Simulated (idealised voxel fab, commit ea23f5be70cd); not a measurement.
A process module follows: voxel trench capacitor.
Cross-section cut: width 225 nm, square cells of 5 nm.
In this document a cross-section is written as a grid of square cells. It is given as a series of bands, listed from the top down, and a band is one or more rows of cells. First you get the band's top height and its bottom height, in nm, and then the materials it's made of, left to right, with each width in nm. If you see a single material with "everywhere", that one covers the band edge to edge. "empty" is empty space. Height datum 0, below which the as-received substrate wafer is one material. Lowest band open at the bottom, running downward: "z 0 and below". It should be noted that a width expressed as "30..40" varies in equal increments from row to row of cells within the band, taking the value of the first number at the top row and that of the second number at the bottom row. Step note "nothing was modified" = no cross-section cell changed. "Entrapped voids" specifies each empty space that is not open to the top and that occupies no fewer than 8 cells, using the form width x height at distance, the distance measured from the left edge and all three quantities in nm. Whatever follows a step's settings on its line is a remark the simulator itself makes about that step. overlay nm, on a step with a mask: how far to the right of its planned place the mask lay; to the left if negative.

### Planned step list for the process
1. RECEIVE | material Si
2. CONFORMAL_DEP | material SiN | thk nm 10
3. DIRECTIONAL_DEP | material aC | thk nm 15
4. PATTERN | tone open | mask id TRENCH | material resist | width nm 25 | pitch nm 50 | thk nm 30 | overlay nm 0
5. DIRECTIONAL_ETCH | etch materials aC | depth nm 15
6. STRIP | etch materials resist
7. DIRECTIONAL_ETCH | etch materials SiN | depth nm 10
8. DIRECTIONAL_ETCH | etch materials Si | depth nm 25
9. STRIP | etch materials aC
10. CONFORMAL_DEP | material HfO2 | thk nm 5
11. CONFORMAL_DEP | material TiN | thk nm 5
12. FILL_DEP | material W | thk nm 5
13. CMP | height nm 10

### Here's what the wafer looked like in cross-section when it arrived - that's after step 1
	z 0 and below  Si everywhere
	Entrapped voids: none

### Cross-sectional image of the first of two wafers at the end of the module, the run having proceeded as planned
	z 10 to 0  SiN: 25 / HfO2: 5 / TiN: 5 / W: 5 / TiN: 5 / HfO2: 5 / SiN: 25 / HfO2: 5 / TiN: 5 / W: 5 / TiN: 5 / HfO2: 5 / SiN: 25 / HfO2: 5 / TiN: 5 / W: 5 / TiN: 5 / HfO2: 5 / SiN: 25 / HfO2: 5 / TiN: 5 / W: 5 / TiN: 5 / HfO2: 5 / SiN: 25
	z 0 to -15  Si: 25 / HfO2: 5 / TiN: 5 / W: 5 / TiN: 5 / HfO2: 5 / Si: 25 / HfO2: 5 / TiN: 5 / W: 5 / TiN: 5 / HfO2: 5 / Si: 25 / HfO2: 5 / TiN: 5 / W: 5 / TiN: 5 / HfO2: 5 / Si: 25 / HfO2: 5 / TiN: 5 / W: 5 / TiN: 5 / HfO2: 5 / Si: 25
	z -15 to -20  Si: 25 / HfO2: 5 / TiN: 15 / HfO2: 5 / Si: 25 / HfO2: 5 / TiN: 15 / HfO2: 5 / Si: 25 / HfO2: 5 / TiN: 15 / HfO2: 5 / Si: 25 / HfO2: 5 / TiN: 15 / HfO2: 5 / Si: 25
	z -20 to -25  Si: 25 / HfO2: 25 / Si: 25 / HfO2: 25 / Si: 25 / HfO2: 25 / Si: 25 / HfO2: 25 / Si: 25
	z -25 and below  Si everywhere
	Entrapped voids: none

### Here is the second of the two wafers cut open at the end of the module - same start, same plan as the first one, but we made one mistake running it
	z 10 to 0  SiN: 25 / HfO2: 5 / TiN: 5 / W: 5 / TiN: 5 / HfO2: 5 / SiN: 25 / HfO2: 5 / TiN: 5 / W: 5 / TiN: 5 / HfO2: 5 / SiN: 25 / HfO2: 5 / TiN: 5 / W: 5 / TiN: 5 / HfO2: 5 / SiN: 25 / HfO2: 5 / TiN: 5 / W: 5 / TiN: 5 / HfO2: 5 / SiN: 25
	z 0 to -25  Si: 25 / HfO2: 5 / TiN: 5 / W: 5 / TiN: 5 / HfO2: 5 / Si: 25 / HfO2: 5 / TiN: 5 / W: 5 / TiN: 5 / HfO2: 5 / Si: 25 / HfO2: 5 / TiN: 5 / W: 5 / TiN: 5 / HfO2: 5 / Si: 25 / HfO2: 5 / TiN: 5 / W: 5 / TiN: 5 / HfO2: 5 / Si: 25
	z -25 to -30  Si: 25 / HfO2: 5 / TiN: 15 / HfO2: 5 / Si: 25 / HfO2: 5 / TiN: 15 / HfO2: 5 / Si: 25 / HfO2: 5 / TiN: 15 / HfO2: 5 / Si: 25 / HfO2: 5 / TiN: 15 / HfO2: 5 / Si: 25
	z -30 to -35  Si: 25 / HfO2: 25 / Si: 25 / HfO2: 25 / Si: 25 / HfO2: 25 / Si: 25 / HfO2: 25 / Si: 25
	z -35 and below  Si everywhere
	Entrapped voids: none
Deviation from plan: step 8 was processed under conditions differing from the plan, specifically as DIRECTIONAL_ETCH | etch materials Si | depth nm 35
Final cells, second wafer relative to first, materials higher or lower: +16 HfO2 | -40 Si | +16 TiN | +8 W
